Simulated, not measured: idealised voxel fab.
Title: Process Module voxel self aligned contacts
The cross-section on display is named cut; it measures 205 nm wide, and its cells are 5 nm squares.
The cross-sections in this document take the form of a grid made of square cells. They are written out as bands, in order from top to bottom. Each band consists of one or more rows of cells.
What a band's entry tells you: where the top is and where the bottom is, as heights in nm, and after that what lies inside, material by material from left to right, each with its width in nm. Empty space is written as the word "air", and a single material marked with the word "all across" occupies the band from edge to edge.
Ref level 0: as-received wafer is one material below here. Bottom band extends down with no lower bound ("0 down").
A width such as "30 to 40" changes by the same amount from each row of cells to the next, from the band's top row to its bottom row.
"no modifications" means the step left every cell of the cross-section as it was.
Basically, "Enclosed cavity list" tells you about the enclosed voids: empty spaces with no open way to the top, 8 cells or bigger, each written width x height at distance, where distance is from the left edge, all in nm.
Step line, after settings: the simulator's comment on this step.
The setting "overlay nm" may be written on the line of a step. When the step uses a mask, the value reports how far to the right of the planned place the mask lay, and a negative value reports that it lay to the left.
[Set out below are the planned steps of the process]
step 1: RECEIVE: material Si
step 2: CONFORMAL_DEP: material SiO2, thk nm 5
step 3: DIRECTIONAL_DEP: material polySi, thk nm 20
step 4: DIRECTIONAL_DEP: material SiN, thk nm 20
step 5: MASKED_ETCH: tone cover, mask id GATE, width nm 25, pitch nm 50, etch materials SiN, depth nm 20, overlay nm 0
step 6: MASKED_ETCH: tone cover, mask id GATE, width nm 25, pitch nm 50, etch materials polySi, depth nm 20, overlay nm 0
step 7: CONFORMAL_DEP: material SiN, thk nm 5
step 8: DIRECTIONAL_ETCH: etch materials SiN, depth nm 5
step 9: FILL_DEP: material SiO2, thk nm 15
step 10: CMP: height nm 50
step 11: PATTERN: tone open, mask id CONTACT, material resist, width nm 35, pitch nm 50, thk nm 15, overlay nm 0
step 12: DIRECTIONAL_ETCH: etch materials SiO2, depth nm 50
step 13: STRIP: etch materials resist
step 14: CONFORMAL_DEP: material TiN, thk nm 5
step 15: FILL_DEP: material W, thk nm 10
step 16: CMP: height nm 50
step 17: CONFORMAL_DEP: material SiCN, thk nm 5
[First of two wafers, processed according to plan]
[Here's what the wafer looked like in cross-section when it arrived - that's after step 1]
> 0 down = Si all across
> Enclosed cavity list: none
[Cross-section: wafer state after step 2]
> 5 to 0 = SiO2 all across
> below 0: unchanged
[Cross-section: wafer state after step 3]
> 25 to 5 = polySi all across
> below 5: unchanged
[Cross-section: wafer state after step 4]
> 45 to 25 = SiN all across
> below 25: unchanged
[Cross-section: wafer state after step 5]
> 45 to 25 = air 40 nm / SiN 25 nm / air 25 nm / SiN 25 nm / air 25 nm / SiN 25 nm / air 40 nm
> below 25: unchanged
[Cross-section: wafer state after step 6]
> 45 to 25 = air 40 nm / SiN 25 nm / air 25 nm / SiN 25 nm / air 25 nm / SiN 25 nm / air 40 nm
> 25 to 5 = air 40 nm / polySi 25 nm / air 25 nm / polySi 25 nm / air 25 nm / polySi 25 nm / air 40 nm
> below 5: unchanged
[Cross-section: wafer state after step 7]
> 50 to 25 = air 35 nm / SiN 35 nm / air 15 nm / SiN 35 nm / air 15 nm / SiN 35 nm / air 35 nm
> 25 to 10 = air 35 nm / SiN 5 nm / polySi 25 nm / SiN 5 nm / air 15 nm / SiN 5 nm / polySi 25 nm / SiN 5 nm / air 15 nm / SiN 5 nm / polySi 25 nm / SiN 5 nm / air 35 nm
> 10 to 5 = SiN 40 nm / polySi 25 nm / SiN 25 nm / polySi 25 nm / SiN 25 nm / polySi 25 nm / SiN 40 nm
> below 5: unchanged
[Cross-section: wafer state after step 8]
> 45 to 25 = air 35 nm / SiN 35 nm / air 15 nm / SiN 35 nm / air 15 nm / SiN 35 nm / air 35 nm
> 25 to 5 = air 35 nm / SiN 5 nm / polySi 25 nm / SiN 5 nm / air 15 nm / SiN 5 nm / polySi 25 nm / SiN 5 nm / air 15 nm / SiN 5 nm / polySi 25 nm / SiN 5 nm / air 35 nm
> below 5: unchanged
[Cross-section: wafer state after step 9]
> 60 to 45 = SiO2 all across
> 45 to 25 = SiO2 35 nm / SiN 35 nm / SiO2 15 nm / SiN 35 nm / SiO2 15 nm / SiN 35 nm / SiO2 35 nm
> 25 to 5 = SiO2 35 nm / SiN 5 nm / polySi 25 nm / SiN 5 nm / SiO2 15 nm / SiN 5 nm / polySi 25 nm / SiN 5 nm / SiO2 15 nm / SiN 5 nm / polySi 25 nm / SiN 5 nm / SiO2 35 nm
> below 5: unchanged
[Cross-section: wafer state after step 10]
> 50 to 45 = SiO2 all across
> below 45: unchanged
[Cross-section: wafer state after step 11]
> 65 to 50 = resist 60 nm / air 35 nm / resist 15 nm / air 35 nm / resist 60 nm
> below 50: unchanged
[Cross-section: wafer state after step 12]
> 65 to 50 = resist 60 nm / air 35 nm / resist 15 nm / air 35 nm / resist 60 nm
> 50 to 45 = SiO2 60 nm / air 35 nm / SiO2 15 nm / air 35 nm / SiO2 60 nm
> 45 to 25 = SiO2 35 nm / SiN 35 nm / air 15 nm / SiN 35 nm / air 15 nm / SiN 35 nm / SiO2 35 nm
> 25 to 5 = SiO2 35 nm / SiN 5 nm / polySi 25 nm / SiN 5 nm / air 15 nm / SiN 5 nm / polySi 25 nm / SiN 5 nm / air 15 nm / SiN 5 nm / polySi 25 nm / SiN 5 nm / SiO2 35 nm
> 5 to 0 = SiO2 70 nm / air 15 nm / SiO2 35 nm / air 15 nm / SiO2 70 nm
> below 0: unchanged
[Cross-section: wafer state after step 13]
> 50 to 45 = SiO2 60 nm / air 35 nm / SiO2 15 nm / air 35 nm / SiO2 60 nm
> below 45: unchanged
[Cross-section: wafer state after step 14]
> 55 to 50 = TiN 65 nm / air 25 nm / TiN 25 nm / air 25 nm / TiN 65 nm
> 50 to 45 = SiO2 60 nm / TiN 15 nm / air 5 nm / TiN 15 nm / SiO2 15 nm / TiN 15 nm / air 5 nm / TiN 15 nm / SiO2 60 nm
> 45 to 25 = SiO2 35 nm / SiN 35 nm / TiN 5 nm / air 5 nm / TiN 5 nm / SiN 35 nm / TiN 5 nm / air 5 nm / TiN 5 nm / SiN 35 nm / SiO2 35 nm
> 25 to 5 = SiO2 35 nm / SiN 5 nm / polySi 25 nm / SiN 5 nm / TiN 5 nm / air 5 nm / TiN 5 nm / SiN 5 nm / polySi 25 nm / SiN 5 nm / TiN 5 nm / air 5 nm / TiN 5 nm / SiN 5 nm / polySi 25 nm / SiN 5 nm / SiO2 35 nm
> 5 to 0 = SiO2 70 nm / TiN 15 nm / SiO2 35 nm / TiN 15 nm / SiO2 70 nm
> below 0: unchanged
[Cross-section: wafer state after step 15]
> 65 to 55 = W all across
> 55 to 50 = TiN 65 nm / W 25 nm / TiN 25 nm / W 25 nm / TiN 65 nm
> 50 to 45 = SiO2 60 nm / TiN 15 nm / W 5 nm / TiN 15 nm / SiO2 15 nm / TiN 15 nm / W 5 nm / TiN 15 nm / SiO2 60 nm
> 45 to 25 = SiO2 35 nm / SiN 35 nm / TiN 5 nm / W 5 nm / TiN 5 nm / SiN 35 nm / TiN 5 nm / W 5 nm / TiN 5 nm / SiN 35 nm / SiO2 35 nm
> 25 to 5 = SiO2 35 nm / SiN 5 nm / polySi 25 nm / SiN 5 nm / TiN 5 nm / W 5 nm / TiN 5 nm / SiN 5 nm / polySi 25 nm / SiN 5 nm / TiN 5 nm / W 5 nm / TiN 5 nm / SiN 5 nm / polySi 25 nm / SiN 5 nm / SiO2 35 nm
> below 5: unchanged
[Cross-section: wafer state after step 16]
> 50 to 45 = SiO2 60 nm / TiN 15 nm / W 5 nm / TiN 15 nm / SiO2 15 nm / TiN 15 nm / W 5 nm / TiN 15 nm / SiO2 60 nm
> below 45: unchanged
[Cross-section: wafer state after step 17]
> 55 to 50 = SiCN all across
> below 50: unchanged
[It is to be noted that the second wafer proceeded from the same initial state and according to the same plan as the first, although one mistake was committed in its execution; through step 8, inclusive, the two wafers share an identical history]
[Cross-section of the second wafer at the time by which step 9 should have been completed according to the plan]
> 60 to 25 = SiN all across
> 25 to 5 = SiN 40 nm / polySi 25 nm / SiN 25 nm / polySi 25 nm / SiN 25 nm / polySi 25 nm / SiN 40 nm
> below 5: unchanged
[Cross-section of the second wafer at the time by which step 10 should have been completed according to the plan]
> 50 to 25 = SiN all across
> below 25: unchanged
[Cross-section of the second wafer at the time by which step 11 should have been completed according to the plan]
> 65 to 50 = resist 60 nm / air 35 nm / resist 15 nm / air 35 nm / resist 60 nm
> below 50: unchanged
Cross-section of the second wafer at the time by which step 12 should have been completed according to the plan: no modifications
[Cross-section of the second wafer at the time by which step 13 should have been completed according to the plan]
> 50 to 25 = SiN all across
> below 25: unchanged
[Cross-section of the second wafer at the time by which step 14 should have been completed according to the plan]
> 55 to 50 = TiN all across
> below 50: unchanged
[Cross-section of the second wafer at the time by which step 15 should have been completed according to the plan]
> 65 to 55 = W all across
> below 55: unchanged
[Cross-section of the second wafer at the time by which step 16 should have been completed according to the plan]
> 50 to 25 = SiN all across
> below 25: unchanged
[Cross-section of the second wafer at the time by which step 17 should have been completed according to the plan]
> 55 to 50 = SiCN all across
> below 50: unchanged
Run error: step 9 did not use the planned setting and instead ran as FILL_DEP: material SiN, thk nm 15
Once processing is complete, comparing cell counts shows that the second wafer has more or fewer of certain materials than the first: 201 more of SiN, 133 fewer of SiO2, 50 fewer of TiN, 18 fewer of W
